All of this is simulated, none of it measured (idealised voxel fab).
process module | voxel transistor to metal
cross-section cut | 160 nm wide | cells 5 nm
A cross-section is a grid of square cells, given in bands from the top down. A band is one or more rows of cells.
Each band's line starts with the height of the band's top and of its bottom, in nm. Then come its materials from left to right, each with its width in nm. One material with "throughout" fills the band from edge to edge. "air" is empty space.
Height 0 is the level under which the wafer as received is all one material. The lowest band goes on downwards, as in "0 down".
A width such as "30 to 40" changes by the same amount from each row of cells to the next, from the band's top row to its bottom row.
"no change" after a step means that no cell of the cross-section changed.
closed voids: empty space of 8 cells or more with no open way to the top, each as width x height at its distance from the left edge, in nm
after a step's settings: what the simulator itself notes on the step
overlay nm, on a step with a mask: how far to the right of its planned place the mask lay; to the left if negative
plan
1 op RECEIVE | material Si
2 op OXIDIZE | depth nm 5
3 op CONFORMAL_DEP | material SiN | thk nm 10
4 op MASKED_ETCH | tone cover | mask id ACTIVE | width nm 110 | etch materials SiN | depth nm 10 | overlay nm 0
5 op MASKED_ETCH | tone cover | mask id ACTIVE | width nm 110 | etch materials SiO2 | depth nm 5 | overlay nm 0
6 op MASKED_ETCH | tone cover | mask id ACTIVE | width nm 110 | etch materials Si | depth nm 25 | overlay nm 0
7 op FILL_DEP | material SiO2 | thk nm 5
8 op CMP | height nm 10
9 op SELECTIVE_ETCH | etch materials SiO2 | depth nm 5
10 op STRIP | etch materials SiN
11 op SELECTIVE_ETCH | etch materials SiO2 | depth nm 5
12 op OXIDIZE | depth nm 5
13 op DIRECTIONAL_DEP | material polySi | thk nm 20
14 op DIRECTIONAL_DEP | material SiCN | thk nm 15
15 op PATTERN | tone cover | mask id GATE | material resist | width nm 30 | thk nm 15 | overlay nm 0
16 op DIRECTIONAL_ETCH | etch materials SiCN | depth nm 25
17 op DIRECTIONAL_ETCH | etch materials polySi | depth nm 30
18 op STRIP | etch materials resist
19 op CONFORMAL_DEP | material SiO2 | thk nm 5
20 op DIRECTIONAL_ETCH | etch materials SiO2 | depth nm 5
21 op CONFORMAL_DEP | material SiN | thk nm 10
22 op DIRECTIONAL_ETCH | etch materials SiN | depth nm 10
23 op DIRECTIONAL_ETCH | etch materials SiO2 | depth nm 5
24 op EPI | material nSi | thk nm 5
25 op FILL_DEP | material SiO2 | thk nm 5
26 op CMP | height nm 15
27 op STRIP | etch materials polySi
28 op SELECTIVE_ETCH | etch materials SiO2 | depth nm 5
29 op CONFORMAL_DEP | material HfO2 | thk nm 5
30 op CONFORMAL_DEP | material TiN | thk nm 5
31 op FILL_DEP | material W | thk nm 5
32 op CMP | height nm 10
33 op DIRECTIONAL_DEP | material SiO2 | thk nm 10
34 op MASKED_ETCH | tone open | mask id CONTACT | width nm 20 | pitch nm 80 | etch materials SiO2 | depth nm 25 | overlay nm 0
35 op CONFORMAL_DEP | material TiN | thk nm 5
36 op FILL_DEP | material W | thk nm 10
37 op CMP | height nm 20
38 op DIRECTIONAL_DEP | material TiN | thk nm 5
39 op DIRECTIONAL_DEP | material W | thk nm 25
40 op MASKED_ETCH | tone cover | mask id METAL_1 | width nm 20 | pitch nm 80 | etch materials W | depth nm 25 | overlay nm 0
41 op MASKED_ETCH | tone cover | mask id METAL_1 | width nm 20 | pitch nm 80 | etch materials TiN | depth nm 5 | overlay nm 0
42 op CONFORMAL_DEP | material SiCN | thk nm 5
43 op FILL_DEP | material lowk | thk nm 10
44 op CMP | height nm 50
45 op CONFORMAL_DEP | material SiCN | thk nm 5
as received, after step 1
  0 down: Si throughout
  closed voids: none
first wafer at the end, as planned
  55 to 50: SiCN throughout
  50 to 25: lowk 25 | SiCN 5 | W 20 | SiCN 5 | lowk 50 | SiCN 5 | W 20 | SiCN 5 | lowk 25
  25 to 20: SiCN 30 | TiN 20 | SiCN 60 | TiN 20 | SiCN 30
  20 to 10: SiO2 30 | TiN 5 | W 10 | TiN 5 | SiO2 60 | TiN 5 | W 10 | TiN 5 | SiO2 30
  10 to 0: SiO2 30 | TiN 5 to 10 | W 10 to 5 | TiN 5 | SiN 10 | HfO2 5 | TiN 5 | W 20 | TiN 5 | HfO2 5 | SiN 10 | TiN 5 | W 10 to 5 | TiN 5 to 10 | SiO2 30
  0 to -5: SiO2 25 | SiN 10 | TiN 15 | SiN 10 | HfO2 5 | TiN 30 | HfO2 5 | SiN 10 | TiN 15 | SiN 10 | SiO2 25
  -5 to -10: SiO2 35 | nSi 15 | SiO2 10 | HfO2 40 | SiO2 10 | nSi 15 | SiO2 35
  -10 to -30: SiO2 25 | Si 110 | SiO2 25
  -30 down: Si throughout
  closed voids: none
second wafer at the end: like start, like plan, one mistake
  55 to 50: SiCN throughout
  50 to 45: SiCN 30 | TiN 20 | SiCN 60 | TiN 20 | SiCN 30
  45 to 20: W throughout
  20 to 10: SiO2 30 | TiN 5 | W 10 | TiN 5 | SiO2 60 | TiN 5 | W 10 | TiN 5 | SiO2 30
  10 to 0: SiO2 30 | TiN 5 to 10 | W 10 to 5 | TiN 5 | SiN 10 | HfO2 5 | TiN 5 | W 20 | TiN 5 | HfO2 5 | SiN 10 | TiN 5 | W 10 to 5 | TiN 5 to 10 | SiO2 30
  0 to -5: SiO2 25 | SiN 10 | TiN 15 | SiN 10 | HfO2 5 | TiN 30 | HfO2 5 | SiN 10 | TiN 15 | SiN 10 | SiO2 25
  -5 to -10: SiO2 35 | nSi 15 | SiO2 10 | HfO2 40 | SiO2 10 | nSi 15 | SiO2 35
  -10 to -30: SiO2 25 | Si 110 | SiO2 25
  -30 down: Si throughout
  closed voids: none
what went wrong: steps 38 and 39 were swapped
at the end the second wafer has, in cells: 20 fewer of SiCN | 120 more of W | 100 fewer of lowk
